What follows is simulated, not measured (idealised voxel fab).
process module | voxel local oxidation
cross-section cut | 270 nm wide | cells 5 nm
A cross-section is a grid of square cells, given in bands from the top down. A band is one or more rows of cells.
Each band's line starts with the height of the band's top and of its bottom, in nm. Then come its materials from left to right, each with its width in nm. One material with "throughout" fills the band from edge to edge. "air" is empty space.
Height 0 is the level under which the wafer as received is all one material. The lowest band goes on downwards, as in "0 down".
A width such as "30 to 40" changes by the same amount from each row of cells to the next, from the band's top row to its bottom row.
"no change" after a step means that no cell of the cross-section changed.
closed voids: empty space of 8 cells or more with no open way to the top, each as width x height at its distance from the left edge, in nm
after a step's settings: what the simulator itself notes on the step
overlay nm, on a step with a mask: how far to the right of its planned place the mask lay; to the left if negative
plan
1 op RECEIVE | material Si
2 op OXIDIZE | depth nm 5
3 op CONFORMAL_DEP | material SiN | thk nm 10
4 op MASKED_ETCH | tone cover | mask id ACTIVE | width nm 100 | etch materials SiN | depth nm 10 | overlay nm 0
5 op SELECTIVE_ETCH | etch materials SiO2 | depth nm 5
6 op OXIDIZE | depth nm 15
7 op STRIP | etch materials SiN
first wafer, as planned
as received, after step 1
  0 down: Si throughout
  closed voids: none
after step 2
  0 to -5: SiO2 throughout
  below -5: unchanged
after step 3
  10 to 0: SiN throughout
  below 0: unchanged
after step 4
  10 to 0: air 85 | SiN 100 | air 85
  below 0: unchanged
after step 5
  10 to 0: air 85 | SiN 100 | air 85
  0 to -5: air 90 | SiO2 90 | air 90
  below -5: unchanged
after step 6
  10 to 0: air 85 | SiN 100 | air 85
  0 to -5: air 90 | SiO2 90 | air 90
  -5 to -20: SiO2 105 | Si 60 | SiO2 105
  below -20: unchanged
after step 7
  0 to -5: air 90 | SiO2 90 | air 90
  below -5: unchanged
second wafer: like start, like plan, one mistake. Through step 6 it matches the first wafer
when step 7 should have ended
  0 to -5: air 90 | SiO2 90 | air 90
  below -5: unchanged
what went wrong: step 7 was run twice
at the end the two cross-sections are the same: no effect in what this model computes
